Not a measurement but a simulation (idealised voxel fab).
Documented hereafter: the process module known as voxel trench capacitor.
Cross-section cut: width 210 nm, square cells of 5 nm.
Cross-section layout: square cells on a grid; listed as bands, top to bottom; a band spans one or more cell rows.
Within each band entry, the heights of the top and of the bottom of the band appear first, in that order and in nm; the materials of the band then follow from left to right, each with its corresponding width in nm. The designation "throughout" on a single material indicates that it fills the band from edge to edge; the designation "empty" indicates empty space.
Height 0 is the level under which the wafer as received is all one material. The lowest band goes on downwards, as in "top 0, no bottom".
The width entry "30->40" should be interpreted row by row: the top row of cells in the band takes the first number, the bottom row takes the second number, and the change between adjacent rows is uniform throughout.
Given "all unchanged" for a step, no cell of the cross-section differs between before and after that step.
Under "Trapped voids" you'll find the enclosed gaps, the ones with no way out to the top, that are 8 cells or bigger; each reads width x height at distance, with distance counted from the left edge, everything in nm.
What comes after the settings on a step's line is commentary from the simulator itself on that step.
Steps that use a mask can have "overlay nm" on their line. It says how far the mask sat to the right of where it was meant to be. Negative means to the left.
**plan**
1) RECEIVE [material Si]
2) CONFORMAL_DEP [material SiN] [thk nm 5]
3) MASKED_ETCH [tone open] [mask id TRENCH] [width nm 30] [pitch nm 60] [etch materials SiN] [depth nm 5] [overlay nm 0]
4) MASKED_ETCH [tone open] [mask id TRENCH] [width nm 30] [pitch nm 60] [etch materials Si] [depth nm 30] [overlay nm 0]
5) CONFORMAL_DEP [material Al2O3] [thk nm 5]
6) CONFORMAL_DEP [material TiN] [thk nm 5]
7) FILL_DEP [material W] [thk nm 10]
8) CMP [height nm 5]
**Concerning the first of two wafers, which was run in accordance with the plan**
**This is the cross-section of the wafer as we received it, i.e. after step 1**
> top 0, no bottom  Si throughout
> Trapped voids: none
**How the wafer stands in section after step 2**
> top 5, bottom 0  SiN throughout
> Lower than 0, everything is as it was.
**How the wafer stands in section after step 3**
> top 5, bottom 0  SiN 30 nm / empty 30 nm / SiN 30 nm / empty 30 nm / SiN 30 nm / empty 30 nm / SiN 30 nm
> Lower than 0, everything is as it was.
**How the wafer stands in section after step 4**
> top 5, bottom 0  SiN 30 nm / empty 30 nm / SiN 30 nm / empty 30 nm / SiN 30 nm / empty 30 nm / SiN 30 nm
> top 0, bottom -30  Si 30 nm / empty 30 nm / Si 30 nm / empty 30 nm / Si 30 nm / empty 30 nm / Si 30 nm
> Lower than -30, everything is as it was.
**How the wafer stands in section after step 5**
> top 10, bottom 5  Al2O3 35 nm / empty 20 nm / Al2O3 40 nm / empty 20 nm / Al2O3 40 nm / empty 20 nm / Al2O3 35 nm
> top 5, bottom 0  SiN 30 nm / Al2O3 5 nm / empty 20 nm / Al2O3 5 nm / SiN 30 nm / Al2O3 5 nm / empty 20 nm / Al2O3 5 nm / SiN 30 nm / Al2O3 5 nm / empty 20 nm / Al2O3 5 nm / SiN 30 nm
> top 0, bottom -25  Si 30 nm / Al2O3 5 nm / empty 20 nm / Al2O3 5 nm / Si 30 nm / Al2O3 5 nm / empty 20 nm / Al2O3 5 nm / Si 30 nm / Al2O3 5 nm / empty 20 nm / Al2O3 5 nm / Si 30 nm
> top -25, bottom -30  Si 30 nm / Al2O3 30 nm / Si 30 nm / Al2O3 30 nm / Si 30 nm / Al2O3 30 nm / Si 30 nm
> Lower than -30, everything is as it was.
**How the wafer stands in section after step 6**
> top 15, bottom 10  TiN 40 nm / empty 10 nm / TiN 50 nm / empty 10 nm / TiN 50 nm / empty 10 nm / TiN 40 nm
> top 10, bottom 5  Al2O3 35 nm / TiN 5 nm / empty 10 nm / TiN 5 nm / Al2O3 40 nm / TiN 5 nm / empty 10 nm / TiN 5 nm / Al2O3 40 nm / TiN 5 nm / empty 10 nm / TiN 5 nm / Al2O3 35 nm
> top 5, bottom 0  SiN 30 nm / Al2O3 5 nm / TiN 5 nm / empty 10 nm / TiN 5 nm / Al2O3 5 nm / SiN 30 nm / Al2O3 5 nm / TiN 5 nm / empty 10 nm / TiN 5 nm / Al2O3 5 nm / SiN 30 nm / Al2O3 5 nm / TiN 5 nm / empty 10 nm / TiN 5 nm / Al2O3 5 nm / SiN 30 nm
> top 0, bottom -20  Si 30 nm / Al2O3 5 nm / TiN 5 nm / empty 10 nm / TiN 5 nm / Al2O3 5 nm / Si 30 nm / Al2O3 5 nm / TiN 5 nm / empty 10 nm / TiN 5 nm / Al2O3 5 nm / Si 30 nm / Al2O3 5 nm / TiN 5 nm / empty 10 nm / TiN 5 nm / Al2O3 5 nm / Si 30 nm
> top -20, bottom -25  Si 30 nm / Al2O3 5 nm / TiN 20 nm / Al2O3 5 nm / Si 30 nm / Al2O3 5 nm / TiN 20 nm / Al2O3 5 nm / Si 30 nm / Al2O3 5 nm / TiN 20 nm / Al2O3 5 nm / Si 30 nm
> Lower than -25, everything is as it was.
**How the wafer stands in section after step 7**
> top 25, bottom 15  W throughout
> top 15, bottom 10  TiN 40 nm / W 10 nm / TiN 50 nm / W 10 nm / TiN 50 nm / W 10 nm / TiN 40 nm
> top 10, bottom 5  Al2O3 35 nm / TiN 5 nm / W 10 nm / TiN 5 nm / Al2O3 40 nm / TiN 5 nm / W 10 nm / TiN 5 nm / Al2O3 40 nm / TiN 5 nm / W 10 nm / TiN 5 nm / Al2O3 35 nm
> top 5, bottom 0  SiN 30 nm / Al2O3 5 nm / TiN 5 nm / W 10 nm / TiN 5 nm / Al2O3 5 nm / SiN 30 nm / Al2O3 5 nm / TiN 5 nm / W 10 nm / TiN 5 nm / Al2O3 5 nm / SiN 30 nm / Al2O3 5 nm / TiN 5 nm / W 10 nm / TiN 5 nm / Al2O3 5 nm / SiN 30 nm
> top 0, bottom -20  Si 30 nm / Al2O3 5 nm / TiN 5 nm / W 10 nm / TiN 5 nm / Al2O3 5 nm / Si 30 nm / Al2O3 5 nm / TiN 5 nm / W 10 nm / TiN 5 nm / Al2O3 5 nm / Si 30 nm / Al2O3 5 nm / TiN 5 nm / W 10 nm / TiN 5 nm / Al2O3 5 nm / Si 30 nm
> Lower than -20, everything is as it was.
**How the wafer stands in section after step 8**
> top 5, bottom 0  SiN 30 nm / Al2O3 5 nm / TiN 5 nm / W 10 nm / TiN 5 nm / Al2O3 5 nm / SiN 30 nm / Al2O3 5 nm / TiN 5 nm / W 10 nm / TiN 5 nm / Al2O3 5 nm / SiN 30 nm / Al2O3 5 nm / TiN 5 nm / W 10 nm / TiN 5 nm / Al2O3 5 nm / SiN 30 nm
> Lower than 0, everything is as it was.
**Second of two: same start, same plan, one run error; steps up to and including 3 match the first**
**Here is the second wafer in cross-section at the point where step 4 of the plan should have been done**
> top 5, bottom 0  SiN 30 nm / empty 30 nm / SiN 30 nm / empty 30 nm / SiN 30 nm / empty 30 nm / SiN 30 nm
> top 0, bottom -60  Si 30 nm / empty 30 nm / Si 30 nm / empty 30 nm / Si 30 nm / empty 30 nm / Si 30 nm
> Lower than -60, everything is as it was.
**Here is the second wafer in cross-section at the point where step 5 of the plan should have been done**
> top 10, bottom 5  Al2O3 35 nm / empty 20 nm / Al2O3 40 nm / empty 20 nm / Al2O3 40 nm / empty 20 nm / Al2O3 35 nm
> top 5, bottom 0  SiN 30 nm / Al2O3 5 nm / empty 20 nm / Al2O3 5 nm / SiN 30 nm / Al2O3 5 nm / empty 20 nm / Al2O3 5 nm / SiN 30 nm / Al2O3 5 nm / empty 20 nm / Al2O3 5 nm / SiN 30 nm
> top 0, bottom -55  Si 30 nm / Al2O3 5 nm / empty 20 nm / Al2O3 5 nm / Si 30 nm / Al2O3 5 nm / empty 20 nm / Al2O3 5 nm / Si 30 nm / Al2O3 5 nm / empty 20 nm / Al2O3 5 nm / Si 30 nm
> top -55, bottom -60  Si 30 nm / Al2O3 30 nm / Si 30 nm / Al2O3 30 nm / Si 30 nm / Al2O3 30 nm / Si 30 nm
> Lower than -60, everything is as it was.
**Here is the second wafer in cross-section at the point where step 6 of the plan should have been done**
> top 15, bottom 10  TiN 40 nm / empty 10 nm / TiN 50 nm / empty 10 nm / TiN 50 nm / empty 10 nm / TiN 40 nm
> top 10, bottom 5  Al2O3 35 nm / TiN 5 nm / empty 10 nm / TiN 5 nm / Al2O3 40 nm / TiN 5 nm / empty 10 nm / TiN 5 nm / Al2O3 40 nm / TiN 5 nm / empty 10 nm / TiN 5 nm / Al2O3 35 nm
> top 5, bottom 0  SiN 30 nm / Al2O3 5 nm / TiN 5 nm / empty 10 nm / TiN 5 nm / Al2O3 5 nm / SiN 30 nm / Al2O3 5 nm / TiN 5 nm / empty 10 nm / TiN 5 nm / Al2O3 5 nm / SiN 30 nm / Al2O3 5 nm / TiN 5 nm / empty 10 nm / TiN 5 nm / Al2O3 5 nm / SiN 30 nm
> top 0, bottom -50  Si 30 nm / Al2O3 5 nm / TiN 5 nm / empty 10 nm / TiN 5 nm / Al2O3 5 nm / Si 30 nm / Al2O3 5 nm / TiN 5 nm / empty 10 nm / TiN 5 nm / Al2O3 5 nm / Si 30 nm / Al2O3 5 nm / TiN 5 nm / empty 10 nm / TiN 5 nm / Al2O3 5 nm / Si 30 nm
> top -50, bottom -55  Si 30 nm / Al2O3 5 nm / TiN 20 nm / Al2O3 5 nm / Si 30 nm / Al2O3 5 nm / TiN 20 nm / Al2O3 5 nm / Si 30 nm / Al2O3 5 nm / TiN 20 nm / Al2O3 5 nm / Si 30 nm
> Lower than -55, everything is as it was.
**Here is the second wafer in cross-section at the point where step 7 of the plan should have been done**
> top 25, bottom 15  W throughout
> top 15, bottom 10  TiN 40 nm / W 10 nm / TiN 50 nm / W 10 nm / TiN 50 nm / W 10 nm / TiN 40 nm
> top 10, bottom 5  Al2O3 35 nm / TiN 5 nm / W 10 nm / TiN 5 nm / Al2O3 40 nm / TiN 5 nm / W 10 nm / TiN 5 nm / Al2O3 40 nm / TiN 5 nm / W 10 nm / TiN 5 nm / Al2O3 35 nm
> top 5, bottom 0  SiN 30 nm / Al2O3 5 nm / TiN 5 nm / W 10 nm / TiN 5 nm / Al2O3 5 nm / SiN 30 nm / Al2O3 5 nm / TiN 5 nm / W 10 nm / TiN 5 nm / Al2O3 5 nm / SiN 30 nm / Al2O3 5 nm / TiN 5 nm / W 10 nm / TiN 5 nm / Al2O3 5 nm / SiN 30 nm
> top 0, bottom -50  Si 30 nm / Al2O3 5 nm / TiN 5 nm / W 10 nm / TiN 5 nm / Al2O3 5 nm / Si 30 nm / Al2O3 5 nm / TiN 5 nm / W 10 nm / TiN 5 nm / Al2O3 5 nm / Si 30 nm / Al2O3 5 nm / TiN 5 nm / W 10 nm / TiN 5 nm / Al2O3 5 nm / Si 30 nm
> Lower than -50, everything is as it was.
**Here is the second wafer in cross-section at the point where step 8 of the plan should have been done**
> top 5, bottom 0  SiN 30 nm / Al2O3 5 nm / TiN 5 nm / W 10 nm / TiN 5 nm / Al2O3 5 nm / SiN 30 nm / Al2O3 5 nm / TiN 5 nm / W 10 nm / TiN 5 nm / Al2O3 5 nm / SiN 30 nm / Al2O3 5 nm / TiN 5 nm / W 10 nm / TiN 5 nm / Al2O3 5 nm / SiN 30 nm
> Lower than 0, everything is as it was.
What broke from the plan during processing? twice, step 4 of the plan was run
It is noted that, at the conclusion of processing, the second wafer exhibits a higher or lower cell count for certain materials relative to the first: Al2O3 +36; Si -108; TiN +36; W +36
